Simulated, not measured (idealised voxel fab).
process module | voxel local oxidation
cross-section cut | 215 nm wide | cells 5 nm
A cross-section is a grid of square cells, given in bands from the top down. A band is one or more rows of cells.
Each band's line starts with the height of the band's top and of its bottom, in nm. Then come its materials from left to right, each with its width in nm. One material with "throughout" fills the band from edge to edge. "air" is empty space.
Height 0 is the level under which the wafer as received is all one material. The lowest band goes on downwards, as in "0 down".
A width such as "30 to 40" changes by the same amount from each row of cells to the next, from the band's top row to its bottom row.
"no change" after a step means that no cell of the cross-section changed.
closed voids: empty space of 8 cells or more with no open way to the top, each as width x height at its distance from the left edge, in nm
after a step's settings: what the simulator itself notes on the step
overlay nm, on a step with a mask: how far to the right of its planned place the mask lay; to the left if negative
plan
1 op RECEIVE | material Si
2 op CONFORMAL_DEP | material SiO2 | thk nm 5
3 op CONFORMAL_DEP | material SiN | thk nm 10
4 op MASKED_ETCH | tone cover | mask id ACTIVE | width nm 80 | etch materials SiN | depth nm 10 | overlay nm 0
5 op SELECTIVE_ETCH | etch materials SiO2 | depth nm 5
6 op OXIDIZE | depth nm 10
7 op STRIP | etch materials SiN
varied across the wafers: width nm of step 4. The plan shows the first wafer's value. All wafers start alike
first wafer as received, after step 1
  0 down: Si throughout
  closed voids: none
each wafer at the end: cells of each material gained (+) or lost (-) since it was received, then its closed voids
width nm 80 | -66 Si | +80 SiO2 | closed voids: none
width nm 85 | -64 Si | +79 SiO2 | closed voids: none
width nm 90 | -62 Si | +78 SiO2 | closed voids: none
width nm 95 | -60 Si | +77 SiO2 | closed voids: none
width nm 100 | -58 Si | +76 SiO2 | closed voids: none
width nm 105 | -56 Si | +75 SiO2 | closed voids: none
